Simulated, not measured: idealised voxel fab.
The document below concerns the process module designated voxel self aligned contacts.
This is section cut - it's 230 nm across, gridded in 5 nm square cells.
Cross-section layout: square cells on a grid; listed as bands, top to bottom; a band spans one or more cell rows.
Each band's line starts with the height of the band's top and of its bottom, in nm. Then come its materials from left to right, each with its width in nm. One material with "everywhere" fills the band from edge to edge. "empty" is empty space.
Heights are expressed relative to 0, this being the level below which the as-received wafer comprises one material exclusively. The lowest band is unbounded in the downward direction and is denoted as in "0 nm and below".
Top row gets the first number, bottom row gets the second, and each row in between changes by the same step: that is how a band width like "30->40" works.
Where a step carries "all unchanged", the cross-section came out of it unchanged, cell for cell.
Under "Cavities, sealed" you'll find the enclosed gaps, the ones with no way out to the top, that are 8 cells or bigger; each reads width x height at distance, with distance counted from the left edge, everything in nm.
If you see something after the settings on a step's line, that's the simulator's own remark about that step.
"overlay nm" denotes, for a step that has a mask, the displacement of the mask to the right of its planned place, with negative values corresponding to the left.
Process steps - plan:
1: RECEIVE, material Si
2: OXIDIZE, depth nm 5
3: DIRECTIONAL_DEP, material polySi, thk nm 30
4: DIRECTIONAL_DEP, material SiN, thk nm 20
5: PATTERN, tone cover, mask id GATE, material resist, width nm 35, pitch nm 70, thk nm 20, overlay nm 0
6: DIRECTIONAL_ETCH, etch materials SiN, depth nm 20
7: DIRECTIONAL_ETCH, etch materials polySi, depth nm 30
8: STRIP, etch materials resist
9: CONFORMAL_DEP, material SiN, thk nm 5
10: DIRECTIONAL_ETCH, etch materials SiN, depth nm 5
11: FILL_DEP, material SiO2, thk nm 20
12: CMP, height nm 60
13: MASKED_ETCH, tone open, mask id CONTACT, width nm 55, etch materials SiO2, depth nm 65, overlay nm 0
14: CONFORMAL_DEP, material TiN, thk nm 5
15: FILL_DEP, material W, thk nm 5
16: CMP, height nm 60
17: CONFORMAL_DEP, material SiN, thk nm 5
As-received state of the wafer in cross-section, equivalent to post-step 1:
	0 nm and below: Si everywhere
	Cavities, sealed: none
Wafer at module end, in section. Began as above, planned as above, run with one mistake:
	65 nm to 60 nm: SiN everywhere
	60 nm to 55 nm: SiO2 85; TiN 5; W 45; TiN 5; SiO2 90
	55 nm to 50 nm: SiO2 85; TiN 55; SiO2 90
	50 nm to 30 nm: SiN 65; SiO2 20; TiN 5; SiN 45; TiN 5; SiO2 20; SiN 70
	30 nm to 0 nm: polySi 60; SiN 5; SiO2 20; TiN 5; SiN 5; polySi 35; SiN 5; TiN 5; SiO2 20; SiN 5; polySi 65
	0 nm to -5 nm: SiO2 85; TiN 5; SiO2 45; TiN 5; SiO2 90
	-5 nm and below: Si everywhere
	Cavities, sealed: none
The plan and the run diverged here: off-plan run, step 5, actual operation and settings PATTERN, tone open, mask id GATE, material resist, width nm 35, pitch nm 70, thk nm 20, overlay nm 0
